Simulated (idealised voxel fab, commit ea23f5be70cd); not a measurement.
Process module in this document: voxel gate over fins
The cross-section shown here is cut; it is 230 nm wide and divided into square cells measuring 5 nm on a side.
A cross-section in this document is a grid of square cells, and it is written down as bands, the top band listed before the ones below it; a band is made up of one or more rows of cells. Heights first: top, then bottom, in nm. Then materials, left to right, each with a width in nm. "edge to edge" on a single material: fills the band edge to edge. "empty": empty space. Convention: height 0 is the level below which the wafer, as received, is all one material. The lowest band does not terminate at the bottom but continues downward, represented as "from 0 down". A two-number width, for instance "30->40", indicates that the width is equal to the first number in the top row of the band and to the second number in the bottom row, and that it changes by a constant amount per row of cells. "remained unchanged" (step): cross-section cells unchanged, all of them. Basically, "Closed void entries" tells you about the enclosed voids: empty spaces with no open way to the top, 8 cells or bigger, each written width x height at distance, where distance is from the left edge, all in nm. Text after the settings on a step's line: the simulator's own remark on that step. overlay nm: on a step with a mask, how far right of its planned place the mask lay; negative means left.
The steps planned for the process are as follows
| 1 | RECEIVE (material Si) |
| 2 | CONFORMAL_DEP (material SiN; thk nm 5) |
| 3 | DIRECTIONAL_DEP (material aC; thk nm 10) |
| 4 | PATTERN (tone cover; mask id FINS; material resist; width nm 15; pitch nm 45; thk nm 25; overlay nm 0) |
| 5 | DIRECTIONAL_ETCH (etch materials aC; depth nm 10) |
| 6 | STRIP (etch materials resist) |
| 7 | DIRECTIONAL_ETCH (etch materials SiN; depth nm 5) |
| 8 | DIRECTIONAL_ETCH (etch materials Si; depth nm 35) |
| 9 | STRIP (etch materials aC) |
| 10 | OXIDIZE (depth nm 5) |
| 11 | FILL_DEP (material SiO2; thk nm 15) |
| 12 | CMP (height nm 5) |
| 13 | SELECTIVE_ETCH (etch materials SiO2; depth nm 20) |
| 14 | STRIP (etch materials SiN) |
| 15 | CONFORMAL_DEP (material HfO2; thk nm 5) |
| 16 | CONFORMAL_DEP (material TiN; thk nm 5) |
| 17 | FILL_DEP (material W; thk nm 15) |
| 18 | CMP (height nm 20) |
| 19 | CONFORMAL_DEP (material SiN; thk nm 5) |
Delivered wafer in cross-section: state after step 1
	from 0 down  Si edge to edge
	Closed void entries: none
Post-module cross-section: identical start and plan to those above, one misstep in execution
	from 25 to 20  SiN edge to edge
	from 20 to 10  W edge to edge
	from 10 to 5  W 55  TiN 25  W 20  TiN 25  W 20  TiN 25  W 60
	from 5 to 0  W 55  TiN 5  HfO2 15  TiN 5  W 20  TiN 5  HfO2 15  TiN 5  W 20  TiN 5  HfO2 15  TiN 5  W 60
	from 0 to -25  W 55  TiN 5  HfO2 5  Si 5  HfO2 5  TiN 5  W 20  TiN 5  HfO2 5  Si 5  HfO2 5  TiN 5  W 20  TiN 5  HfO2 5  Si 5  HfO2 5  TiN 5  W 60
	from -25 to -30  TiN 60  HfO2 5  Si 5  HfO2 5  TiN 30  HfO2 5  Si 5  HfO2 5  TiN 30  HfO2 5  Si 5  HfO2 5  TiN 65
	from -30 to -35  HfO2 65  Si 5  HfO2 40  Si 5  HfO2 40  Si 5  HfO2 70
	from -35 to -40  SiO2 65  Si 5  SiO2 40  Si 5  SiO2 40  Si 5  SiO2 70
	from -40 down  Si edge to edge
	Closed void entries: none
What went wrong in running the wafer? in the plan, step 13 was performed twice
